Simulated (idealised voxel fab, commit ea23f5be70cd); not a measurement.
process module | voxel ribs on slabs
cross-section cut | 250 nm wide | cells 5 nm
A cross-section is a grid of square cells, given in bands from the top down. A band is one or more rows of cells.
Each band's line starts with the height of the band's top and of its bottom, in nm. Then come its materials from left to right, each with its width in nm. One material with "throughout" fills the band from edge to edge. "air" is empty space.
Height 0 is the level under which the wafer as received is all one material. The lowest band goes on downwards, as in "0 down".
A width such as "30 to 40" changes by the same amount from each row of cells to the next, from the band's top row to its bottom row.
"no change" after a step means that no cell of the cross-section changed.
closed voids: empty space of 8 cells or more with no open way to the top, each as width x height at its distance from the left edge, in nm
after a step's settings: what the simulator itself notes on the step
overlay nm, on a step with a mask: how far to the right of its planned place the mask lay; to the left if negative
plan
1 op RECEIVE | material Si
2 op DIRECTIONAL_DEP | material SiO2 | thk nm 25
3 op DIRECTIONAL_DEP | material SiN | thk nm 25
4 op MASKED_ETCH | tone cover | mask id RIB | width nm 15 | etch materials SiN | depth nm 20 | overlay nm 0
5 op DIRECTIONAL_DEP | material aC | thk nm 10
6 op PATTERN | tone cover | mask id SLAB | material resist | width nm 55 | thk nm 25 | overlay nm 0
7 op DIRECTIONAL_ETCH | etch materials aC | depth nm 10
8 op STRIP | etch materials resist
9 op DIRECTIONAL_ETCH | etch materials SiN | depth nm 5
10 op STRIP | etch materials aC
11 op FILL_DEP | material SiO2 | thk nm 25
12 op CMP | height nm 65
13 op DIRECTIONAL_DEP | material TiN | thk nm 10
14 op MASKED_ETCH | tone cover | mask id HEATER | width nm 25 | etch materials TiN | depth nm 10 | overlay nm 0
15 op CONFORMAL_DEP | material SiN | thk nm 5
varied across the wafers: width nm of step 4. The plan shows the first wafer's value. All wafers start alike
first wafer as received, after step 1
  0 down: Si throughout
  closed voids: none
each wafer at the end: cells of each material gained (+) or lost (-) since it was received, then its closed voids
width nm 15 | +77 SiN | +627 SiO2 | +10 TiN | closed voids: none
width nm 20 | +81 SiN | +623 SiO2 | +10 TiN | closed voids: none
width nm 25 | +85 SiN | +619 SiO2 | +10 TiN | closed voids: none
width nm 30 | +89 SiN | +615 SiO2 | +10 TiN | closed voids: none
